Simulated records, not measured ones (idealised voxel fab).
You're looking at the process module voxel capacitor over wiring.
It is cross-section cut that appears here, measuring 300 nm in width, its square cells being 5 nm in size.
Each cross-section below is a grid of square cells, stated as bands in top-down order, with one or more rows of cells making up each band.
In this notation a band is specified by the heights of its top and bottom, in that order and in nm, after which its materials appear from left to right, each paired with its width in nm. The word "edge to edge" attached to a single material means that material fills the band from edge to edge; the word "air" stands for empty space.
Height reference: 0 = level under which incoming wafer is all one material. Lowest band: no bottom, runs on downward, e.g. "top 0, no bottom".
Think of "30->40" as a width that walks from the first number to the second as you go down the band, top row to bottom row, taking equal-sized steps from row to row.
Basically "nothing changed" means that step didn't change any cell in the cross-section.
If an empty space has no open way to the top and is at least 8 cells in size, "Closed-off voids" lists it, written width x height at distance, where distance is measured from the left edge and every value is in nm.
after a step's settings: what the simulator itself notes on the step
Regarding "overlay nm": on a step with a mask, it is the distance the mask lay to the right of its planned place; a negative value places it to the left.
## Process steps foreseen in the plan
| 1 | RECEIVE [material Si] |
| 2 | CONFORMAL_DEP [material SiO2] [thk nm 15] |
| 3 | DIRECTIONAL_DEP [material TiN] [thk nm 5] |
| 4 | DIRECTIONAL_DEP [material Ru] [thk nm 20] |
| 5 | PATTERN [tone cover] [mask id METAL_1] [material resist] [width nm 20] [pitch nm 75] [thk nm 20] [overlay nm 0] |
| 6 | DIRECTIONAL_ETCH [etch materials Ru] [depth nm 20] |
| 7 | DIRECTIONAL_ETCH [etch materials TiN] [depth nm 5] |
| 8 | STRIP [etch materials resist] |
| 9 | FILL_DEP [material SiO2] [thk nm 5] |
| 10 | CMP [height nm 40] |
| 11 | CONFORMAL_DEP [material SiCN] [thk nm 5] |
| 12 | DIRECTIONAL_DEP [material lowk] [thk nm 20] |
| 13 | MASKED_ETCH [tone open] [mask id PLUG_1] [width nm 15] [etch materials lowk] [depth nm 20] [overlay nm 0] |
| 14 | MASKED_ETCH [tone open] [mask id PLUG_1] [width nm 15] [etch materials SiCN] [depth nm 5] [overlay nm 0] |
| 15 | EPI [material Ru] [thk nm 10] |
| 16 | EPI [material Ru] [thk nm 10] |
| 17 | EPI [material Ru] [thk nm 5] |
| 18 | DIRECTIONAL_DEP [material TiN] [thk nm 5] |
| 19 | DIRECTIONAL_DEP [material SiN] [thk nm 5] |
| 20 | DIRECTIONAL_DEP [material TiN] [thk nm 10] |
| 21 | PATTERN [tone cover] [mask id UPPER_PLATE] [material resist] [width nm 60] [thk nm 20] [overlay nm 0] |
| 22 | DIRECTIONAL_ETCH [etch materials TiN] [depth nm 10] |
| 23 | DIRECTIONAL_ETCH [etch materials SiN] [depth nm 5] |
| 24 | STRIP [etch materials resist] |
| 25 | MASKED_ETCH [tone cover] [mask id LOWER_PLATE] [width nm 70] [etch materials TiN] [depth nm 5] [overlay nm 0] |
| 26 | FILL_DEP [material SiO2] [thk nm 15] |
| 27 | CMP [height nm 95] |
| 28 | PATTERN [tone open] [mask id PLUG_2] [material resist] [width nm 15] [thk nm 15] [overlay nm 0] |
| 29 | DIRECTIONAL_ETCH [etch materials SiO2] [depth nm 10] |
| 30 | STRIP [etch materials resist] |
| 31 | CONFORMAL_DEP [material TiN] [thk nm 5] |
| 32 | FILL_DEP [material W] [thk nm 10] |
| 33 | CMP [height nm 95] |
| 34 | CONFORMAL_DEP [material SiCN] [thk nm 5] |
The plan shows the width nm of step 28 as the first wafer had it; this setting differs between the wafers, which start out alike.
## So this is the first of several wafers, cross-sectioned as it came to us, meaning it's at the end of step 1
* top 0, no bottom: Si edge to edge
* Closed-off voids: none
## Shown in cross-section: the first of several wafers at the end of the module, after its last step, step 34
* top 100, bottom 95: SiCN edge to edge
* top 95, bottom 90: SiO2 115 | TiN 5 | W 5 | TiN 5 | SiO2 170
* top 90, bottom 85: SiO2 115 | TiN 15 | SiO2 170
* top 85, bottom 75: SiO2 105 | TiN 60 | SiO2 135
* top 75, bottom 70: SiO2 105 | SiN 60 | SiO2 135
* top 70, bottom 65: SiO2 100 | TiN 70 | SiO2 130
* top 65, bottom 45: lowk 105 | Ru 15 | lowk 180
* top 45, bottom 40: SiCN 105 | Ru 15 | SiCN 180
* top 40, bottom 20: SiO2 100 | Ru 20 | SiO2 55 | Ru 20 | SiO2 105
* top 20, bottom 15: SiO2 100 | TiN 20 | SiO2 55 | TiN 20 | SiO2 105
* top 15, bottom 0: SiO2 edge to edge
* top 0, no bottom: Si edge to edge
* Closed-off voids: none
## Cross-sectional depiction of the last of several wafers upon completion of the module
* top 100, bottom 95: SiCN edge to edge
* top 95, bottom 90: SiO2 110 | TiN 5 | W 20 | TiN 5 | SiO2 160
* top 90, bottom 85: SiO2 110 | TiN 30 | SiO2 160
* top 85, bottom 75: SiO2 105 | TiN 60 | SiO2 135
* top 75, bottom 70: SiO2 105 | SiN 60 | SiO2 135
* top 70, bottom 65: SiO2 100 | TiN 70 | SiO2 130
* top 65, bottom 45: lowk 105 | Ru 15 | lowk 180
* top 45, bottom 40: SiCN 105 | Ru 15 | SiCN 180
* top 40, bottom 20: SiO2 100 | Ru 20 | SiO2 55 | Ru 20 | SiO2 105
* top 20, bottom 15: SiO2 100 | TiN 20 | SiO2 55 | TiN 20 | SiO2 105
* top 15, bottom 0: SiO2 edge to edge
* top 0, no bottom: Si edge to edge
* Closed-off voids: none
## Rows = wafers. At module end, each row lists per material the cells gained (+) or lost (-) since the wafer was received, then the closed voids
width nm 15 | +47 Ru | +117 SiCN | +12 SiN | +744 SiO2 | +51 TiN | +1 W | +228 lowk | Closed-off voids: none
width nm 20 | +47 Ru | +117 SiCN | +12 SiN | +742 SiO2 | +52 TiN | +2 W | +228 lowk | Closed-off voids: none
width nm 25 | +47 Ru | +117 SiCN | +12 SiN | +740 SiO2 | +53 TiN | +3 W | +228 lowk | Closed-off voids: none
width nm 30 | +47 Ru | +117 SiCN | +12 SiN | +738 SiO2 | +54 TiN | +4 W | +228 lowk | Closed-off voids: none
